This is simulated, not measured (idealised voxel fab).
You're looking at the process module voxel self aligned contacts.
The figure presents cross-section cut, which has a width of 250 nm and is divided into square cells with an edge length of 5 nm.
Cross-section format: a grid of square cells, given as bands from top to bottom; each band is one or more rows of cells.
For a band, the entry starts with two heights in nm, that of the top and then that of the bottom, and carries on with the band's materials in order from left to right, each alongside its width in nm; the word "edge to edge" beside a single material means it fills the band edge to edge, and "blank" means empty space.
A quick word on heights: they are counted from 0, and under that level the wafer as it came to us is one material throughout. The lowest band is different from the rest in having no bottom; it simply continues downward, written as in "z 0 and below".
So if you see something like "30 to 40" for the width, read it as the top row of the band sitting at the first number and the bottom row at the second, with every row in between moving by the same amount as the last.
"nothing got changed", as given for a step, is the statement that not any cell of the cross-section underwent a change during that step.
The entry "Enclosed void list" lists the empty spaces that cover at least 8 cells and have no open path to the top. Each is written as width x height at distance, where the distance is measured from the left edge and all three values are in nm.
What comes after the settings on a step's line is commentary from the simulator itself on that step.
"overlay nm", when on a step's line for a step with a mask, measures how far to the right of its planned place the mask lay; a negative measure means to the left.

The steps planned for the process are as follows
- 1: RECEIVE with material Si
- 2: OXIDIZE with depth nm 5
- 3: DIRECTIONAL_DEP with material polySi, thk nm 20
- 4: DIRECTIONAL_DEP with material SiN, thk nm 20
- 5: MASKED_ETCH with tone cover, mask id GATE, width nm 35, pitch nm 60, etch materials SiN, depth nm 20, overlay nm 0
- 6: MASKED_ETCH with tone cover, mask id GATE, width nm 35, pitch nm 60, etch materials polySi, depth nm 20, overlay nm 0
- 7: CONFORMAL_DEP with material SiN, thk nm 5
- 8: DIRECTIONAL_ETCH with etch materials SiN, depth nm 5
- 9: FILL_DEP with material SiO2, thk nm 20
- 10: CMP with height nm 50
- 11: PATTERN with tone open, mask id CONTACT, material resist, width nm 45, thk nm 15, overlay nm 0
- 12: DIRECTIONAL_ETCH with etch materials SiO2, depth nm 55
- 13: STRIP with etch materials resist
- 14: CONFORMAL_DEP with material TiN, thk nm 5
- 15: FILL_DEP with material Ru, thk nm 5
- 16: CMP with height nm 50
- 17: CONFORMAL_DEP with material SiN, thk nm 5

First out of two wafers; run went to plan

Incoming wafer in cross-section (state: after step 1)
> z 0 and below: Si edge to edge
> Enclosed void list: none

You're looking at a cross-section of the wafer after step 2
> z 0 to -5: SiO2 edge to edge
> Beneath the level -5, the cross-section is identical to its previous state.

You're looking at a cross-section of the wafer after step 3
> z 20 to 0: polySi edge to edge
> Beneath the level 0, the cross-section is identical to its previous state.

You're looking at a cross-section of the wafer after step 4
> z 40 to 20: SiN edge to edge
> Beneath the level 20, the cross-section is identical to its previous state.

You're looking at a cross-section of the wafer after step 5
> z 40 to 20: blank 75, SiN 35, blank 25, SiN 35, blank 80
> Beneath the level 20, the cross-section is identical to its previous state.

You're looking at a cross-section of the wafer after step 6
> z 40 to 20: blank 75, SiN 35, blank 25, SiN 35, blank 80
> z 20 to 0: blank 75, polySi 35, blank 25, polySi 35, blank 80
> Beneath the level 0, the cross-section is identical to its previous state.

You're looking at a cross-section of the wafer after step 7
> z 45 to 20: blank 70, SiN 45, blank 15, SiN 45, blank 75
> z 20 to 5: blank 70, SiN 5, polySi 35, SiN 5, blank 15, SiN 5, polySi 35, SiN 5, blank 75
> z 5 to 0: SiN 75, polySi 35, SiN 25, polySi 35, SiN 80
> Beneath the level 0, the cross-section is identical to its previous state.

You're looking at a cross-section of the wafer after step 8
> z 40 to 20: blank 70, SiN 45, blank 15, SiN 45, blank 75
> z 20 to 0: blank 70, SiN 5, polySi 35, SiN 5, blank 15, SiN 5, polySi 35, SiN 5, blank 75
> Beneath the level 0, the cross-section is identical to its previous state.

You're looking at a cross-section of the wafer after step 9
> z 60 to 40: SiO2 edge to edge
> z 40 to 20: SiO2 70, SiN 45, SiO2 15, SiN 45, SiO2 75
> z 20 to 0: SiO2 70, SiN 5, polySi 35, SiN 5, SiO2 15, SiN 5, polySi 35, SiN 5, SiO2 75
> Beneath the level 0, the cross-section is identical to its previous state.

You're looking at a cross-section of the wafer after step 10
> z 50 to 40: SiO2 edge to edge
> Beneath the level 40, the cross-section is identical to its previous state.

You're looking at a cross-section of the wafer after step 11
> z 65 to 50: resist 100, blank 45, resist 105
> Beneath the level 50, the cross-section is identical to its previous state.

You're looking at a cross-section of the wafer after step 12
> z 65 to 50: resist 100, blank 45, resist 105
> z 50 to 40: SiO2 100, blank 45, SiO2 105
> z 40 to 20: SiO2 70, SiN 45, blank 15, SiN 45, SiO2 75
> z 20 to 0: SiO2 70, SiN 5, polySi 35, SiN 5, blank 15, SiN 5, polySi 35, SiN 5, SiO2 75
> z 0 to -5: SiO2 115, blank 15, SiO2 120
> Beneath the level -5, the cross-section is identical to its previous state.

You're looking at a cross-section of the wafer after step 13
> z 50 to 40: SiO2 100, blank 45, SiO2 105
> Beneath the level 40, the cross-section is identical to its previous state.

You're looking at a cross-section of the wafer after step 14
> z 55 to 50: TiN 105, blank 35, TiN 110
> z 50 to 40: SiO2 100, TiN 5 to 20, blank 35 to 5, TiN 5 to 20, SiO2 105
> z 40 to 20: SiO2 70, SiN 45, TiN 5, blank 5, TiN 5, SiN 45, SiO2 75
> z 20 to 0: SiO2 70, SiN 5, polySi 35, SiN 5, TiN 5, blank 5, TiN 5, SiN 5, polySi 35, SiN 5, SiO2 75
> z 0 to -5: SiO2 115, TiN 15, SiO2 120
> Beneath the level -5, the cross-section is identical to its previous state.

You're looking at a cross-section of the wafer after step 15
> z 60 to 55: Ru edge to edge
> z 55 to 50: TiN 105, Ru 35, TiN 110
> z 50 to 40: SiO2 100, TiN 5 to 20, Ru 35 to 5, TiN 5 to 20, SiO2 105
> z 40 to 20: SiO2 70, SiN 45, TiN 5, Ru 5, TiN 5, SiN 45, SiO2 75
> z 20 to 0: SiO2 70, SiN 5, polySi 35, SiN 5, TiN 5, Ru 5, TiN 5, SiN 5, polySi 35, SiN 5, SiO2 75
> Beneath the level 0, the cross-section is identical to its previous state.

You're looking at a cross-section of the wafer after step 16
> z 50 to 40: SiO2 100, TiN 5 to 20, Ru 35 to 5, TiN 5 to 20, SiO2 105
> Beneath the level 40, the cross-section is identical to its previous state.

You're looking at a cross-section of the wafer after step 17
> z 55 to 50: SiN edge to edge
> Beneath the level 50, the cross-section is identical to its previous state.

For the second wafer, take the first wafer's start and plan, then add one mistake made in running it; everything through step 1, that step included, is shared with the first

Cross-section of the second wafer at the time by which step 2 should have been completed according to the plan: nothing got changed

Cross-section of the second wafer at the time by which step 3 should have been completed according to the plan
> z 20 to 0: polySi edge to edge
> Beneath the level 0, the cross-section is identical to its previous state.

Cross-section of the second wafer at the time by which step 4 should have been completed according to the plan
> z 40 to 20: SiN edge to edge
> Beneath the level 20, the cross-section is identical to its previous state.

Cross-section of the second wafer at the time by which step 5 should have been completed according to the plan
> z 40 to 20: blank 75, SiN 35, blank 25, SiN 35, blank 80
> Beneath the level 20, the cross-section is identical to its previous state.

Cross-section of the second wafer at the time by which step 6 should have been completed according to the plan
> z 40 to 20: blank 75, SiN 35, blank 25, SiN 35, blank 80
> z 20 to 0: blank 75, polySi 35, blank 25, polySi 35, blank 80
> Beneath the level 0, the cross-section is identical to its previous state.

Cross-section of the second wafer at the time by which step 7 should have been completed according to the plan
> z 45 to 20: blank 70, SiN 45, blank 15, SiN 45, blank 75
> z 20 to 5: blank 70, SiN 5, polySi 35, SiN 5, blank 15, SiN 5, polySi 35, SiN 5, blank 75
> z 5 to 0: SiN 75, polySi 35, SiN 25, polySi 35, SiN 80
> Beneath the level 0, the cross-section is identical to its previous state.

Cross-section of the second wafer at the time by which step 8 should have been completed according to the plan
> z 40 to 20: blank 70, SiN 45, blank 15, SiN 45, blank 75
> z 20 to 0: blank 70, SiN 5, polySi 35, SiN 5, blank 15, SiN 5, polySi 35, SiN 5, blank 75
> Beneath the level 0, the cross-section is identical to its previous state.

Cross-section of the second wafer at the time by which step 9 should have been completed according to the plan
> z 60 to 40: SiO2 edge to edge
> z 40 to 20: SiO2 70, SiN 45, SiO2 15, SiN 45, SiO2 75
> z 20 to 0: SiO2 70, SiN 5, polySi 35, SiN 5, SiO2 15, SiN 5, polySi 35, SiN 5, SiO2 75
> Beneath the level 0, the cross-section is identical to its previous state.

Cross-section of the second wafer at the time by which step 10 should have been completed according to the plan
> z 50 to 40: SiO2 edge to edge
> Beneath the level 40, the cross-section is identical to its previous state.

Cross-section of the second wafer at the time by which step 11 should have been completed according to the plan
> z 65 to 50: resist 100, blank 45, resist 105
> Beneath the level 50, the cross-section is identical to its previous state.

Cross-section of the second wafer at the time by which step 12 should have been completed according to the plan
> z 65 to 50: resist 100, blank 45, resist 105
> z 50 to 40: SiO2 100, blank 45, SiO2 105
> z 40 to 20: SiO2 70, SiN 45, blank 15, SiN 45, SiO2 75
> z 20 to 0: SiO2 70, SiN 5, polySi 35, SiN 5, blank 15, SiN 5, polySi 35, SiN 5, SiO2 75
> Beneath the level 0, the cross-section is identical to its previous state.

Cross-section of the second wafer at the time by which step 13 should have been completed according to the plan
> z 50 to 40: SiO2 100, blank 45, SiO2 105
> Beneath the level 40, the cross-section is identical to its previous state.

Cross-section of the second wafer at the time by which step 14 should have been completed according to the plan
> z 55 to 50: TiN 105, blank 35, TiN 110
> z 50 to 40: SiO2 100, TiN 5 to 20, blank 35 to 5, TiN 5 to 20, SiO2 105
> z 40 to 20: SiO2 70, SiN 45, TiN 5, blank 5, TiN 5, SiN 45, SiO2 75
> z 20 to 5: SiO2 70, SiN 5, polySi 35, SiN 5, TiN 5, blank 5, TiN 5, SiN 5, polySi 35, SiN 5, SiO2 75
> z 5 to 0: SiO2 70, SiN 5, polySi 35, SiN 5, TiN 15, SiN 5, polySi 35, SiN 5, SiO2 75
> Beneath the level 0, the cross-section is identical to its previous state.

Cross-section of the second wafer at the time by which step 15 should have been completed according to the plan
> z 60 to 55: Ru edge to edge
> z 55 to 50: TiN 105, Ru 35, TiN 110
> z 50 to 40: SiO2 100, TiN 5 to 20, Ru 35 to 5, TiN 5 to 20, SiO2 105
> z 40 to 20: SiO2 70, SiN 45, TiN 5, Ru 5, TiN 5, SiN 45, SiO2 75
> z 20 to 5: SiO2 70, SiN 5, polySi 35, SiN 5, TiN 5, Ru 5, TiN 5, SiN 5, polySi 35, SiN 5, SiO2 75
> Beneath the level 5, the cross-section is identical to its previous state.

Cross-section of the second wafer at the time by which step 16 should have been completed according to the plan
> z 50 to 40: SiO2 100, TiN 5 to 20, Ru 35 to 5, TiN 5 to 20, SiO2 105
> Beneath the level 40, the cross-section is identical to its previous state.

Cross-section of the second wafer at the time by which step 17 should have been completed according to the plan
> z 55 to 50: SiN edge to edge
> Beneath the level 50, the cross-section is identical to its previous state.
The plan and the run diverged here: it should be noted that step 2 of the plan was omitted and was not performed
Final tally in cells, some materials are higher or lower on the second wafer than on the first: Ru -1; Si +50; SiO2 -47; TiN -2
